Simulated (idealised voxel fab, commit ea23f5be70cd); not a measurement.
Title: Process Module voxel plated lines
FYI the section here is cut, 275 nm wide, cells are 5 nm squares.
Cross-section layout: square cells on a grid; listed as bands, top to bottom; a band spans one or more cell rows.
Basically the band line says how high the top is and how high the bottom is, in nm, and then what's in it from left to right, every material with its width in nm. Empty space shows up as "empty", and if a single material carries "full width" it runs the full band edge to edge.
Below 0: as-received wafer, all one material; heights counted from there. Lowest band: no bottom, goes on down, written "0 nm and below".
With a width like "30 to 40", each row of cells in the band differs from the next by the same amount, the top row carrying the first number and the bottom row the second.
A step reported as "identical to before" is a step in which no cell of the cross-section changed.
The label "Closed empty spaces" introduces a list of the empty spaces, 8 cells or larger, that have no open way up to the top; each entry in it reads width x height at distance, where the distance is taken from the left edge and all three are stated in nm.
On each step's line, the part that comes after the settings is the simulator's own comment on the step.
Among the settings permitted on a step's line is "overlay nm"; applied to a step with a mask, it specifies the extent to which the mask lay to the right of its planned position, whereas a negative figure signifies a position to the left.
THE PROCESS STEPS THAT WERE PLANNED ARE LISTED BELOW
| 1 | RECEIVE: material Si |
| 2 | CONFORMAL_DEP: material Al2O3, thk nm 5 |
| 3 | DIRECTIONAL_DEP: material TiN, thk nm 5 |
| 4 | PATTERN: tone open, mask id LINES, material resist, width nm 30, pitch nm 45, thk nm 25, overlay nm 0 |
| 5 | EPI: material Ru, thk nm 10 |
| 6 | EPI: material Ru, thk nm 10 |
| 7 | STRIP: etch materials resist |
| 8 | DIRECTIONAL_ETCH: etch materials TiN, depth nm 5 |
| 9 | CONFORMAL_DEP: material SiO2, thk nm 5 |
FIRST WAFER OF TWO (RUN AS PLANNED)
CROSS-SECTIONAL VIEW OF THE WAFER IN ITS AS-RECEIVED CONDITION, CORRESPONDING TO THE STATE AFTER STEP 1
> 0 nm and below | Si full width
> Closed empty spaces: none
ONCE STEP 2 IS THROUGH, THE WAFER LOOKS LIKE THIS IN CROSS-SECTION
> 5 nm to 0 nm | Al2O3 full width
> Lower than 0, everything is as it was.
ONCE STEP 3 IS THROUGH, THE WAFER LOOKS LIKE THIS IN CROSS-SECTION
> 10 nm to 5 nm | TiN full width
> Lower than 5, everything is as it was.
ONCE STEP 4 IS THROUGH, THE WAFER LOOKS LIKE THIS IN CROSS-SECTION
> 35 nm to 10 nm | resist (100) / empty (30) / resist (15) / empty (30) / resist (100)
> Lower than 10, everything is as it was.
ONCE STEP 5 IS THROUGH, THE WAFER LOOKS LIKE THIS IN CROSS-SECTION
> 35 nm to 20 nm | resist (100) / empty (30) / resist (15) / empty (30) / resist (100)
> 20 nm to 10 nm | resist (100) / Ru (30) / resist (15) / Ru (30) / resist (100)
> Lower than 10, everything is as it was.
ONCE STEP 6 IS THROUGH, THE WAFER LOOKS LIKE THIS IN CROSS-SECTION
> 35 nm to 30 nm | resist (100) / empty (30) / resist (15) / empty (30) / resist (100)
> 30 nm to 10 nm | resist (100) / Ru (30) / resist (15) / Ru (30) / resist (100)
> Lower than 10, everything is as it was.
ONCE STEP 7 IS THROUGH, THE WAFER LOOKS LIKE THIS IN CROSS-SECTION
> 30 nm to 10 nm | empty (100) / Ru (30) / empty (15) / Ru (30) / empty (100)
> Lower than 10, everything is as it was.
ONCE STEP 8 IS THROUGH, THE WAFER LOOKS LIKE THIS IN CROSS-SECTION
> 30 nm to 10 nm | empty (100) / Ru (30) / empty (15) / Ru (30) / empty (100)
> 10 nm to 5 nm | empty (100) / TiN (30) / empty (15) / TiN (30) / empty (100)
> Lower than 5, everything is as it was.
ONCE STEP 9 IS THROUGH, THE WAFER LOOKS LIKE THIS IN CROSS-SECTION
> 35 nm to 30 nm | empty (95) / SiO2 (40) / empty (5) / SiO2 (40) / empty (95)
> 30 nm to 10 nm | empty (95) / SiO2 (5) / Ru (30) / SiO2 (5) / empty (5) / SiO2 (5) / Ru (30) / SiO2 (5) / empty (95)
> 10 nm to 5 nm | SiO2 (100) / TiN (30) / SiO2 (15) / TiN (30) / SiO2 (100)
> Lower than 5, everything is as it was.
WAFER TWO: LIKE WAFER ONE IN START AND PLAN, BUT WITH ONE MISTAKE IN EXECUTION; IDENTICAL UP TO AND INCLUDING STEP 3
CROSS-SECTION, SECOND WAFER, AT THE END TIME THE PLAN GIVES FOR STEP 4
> 35 nm to 10 nm | empty (100) / resist (30) / empty (15) / resist (30) / empty (100)
> Lower than 10, everything is as it was.
CROSS-SECTION, SECOND WAFER, AT THE END TIME THE PLAN GIVES FOR STEP 5
> 35 nm to 20 nm | empty (100) / resist (30) / empty (15) / resist (30) / empty (100)
> 20 nm to 10 nm | Ru (100) / resist (30) / Ru (15) / resist (30) / Ru (100)
> Lower than 10, everything is as it was.
CROSS-SECTION, SECOND WAFER, AT THE END TIME THE PLAN GIVES FOR STEP 6
> 35 nm to 30 nm | empty (100) / resist (30) / empty (15) / resist (30) / empty (100)
> 30 nm to 10 nm | Ru (100) / resist (30) / Ru (15) / resist (30) / Ru (100)
> Lower than 10, everything is as it was.
CROSS-SECTION, SECOND WAFER, AT THE END TIME THE PLAN GIVES FOR STEP 7
> 30 nm to 10 nm | Ru (100) / empty (30) / Ru (15) / empty (30) / Ru (100)
> Lower than 10, everything is as it was.
CROSS-SECTION, SECOND WAFER, AT THE END TIME THE PLAN GIVES FOR STEP 8
> 30 nm to 10 nm | Ru (100) / empty (30) / Ru (15) / empty (30) / Ru (100)
> 10 nm to 5 nm | TiN (100) / empty (30) / TiN (15) / empty (30) / TiN (100)
> Lower than 5, everything is as it was.
CROSS-SECTION, SECOND WAFER, AT THE END TIME THE PLAN GIVES FOR STEP 9
> 35 nm to 30 nm | SiO2 (105) / empty (20) / SiO2 (25) / empty (20) / SiO2 (105)
> 30 nm to 10 nm | Ru (100) / SiO2 (5) / empty (20) / SiO2 (5) / Ru (15) / SiO2 (5) / empty (20) / SiO2 (5) / Ru (100)
> 10 nm to 5 nm | TiN (100) / SiO2 (30) / TiN (15) / SiO2 (30) / TiN (100)
> Lower than 5, everything is as it was.
Short version of what went wrong: the process deviated at step 4: the operation and settings actually run there were PATTERN: tone cover, mask id LINES, material resist, width nm 30, pitch nm 45, thk nm 25, overlay nm 0
Per the end-of-run cell counts, the second wafer holds more or fewer of some materials than the first: Ru: 124 more | TiN: 31 more
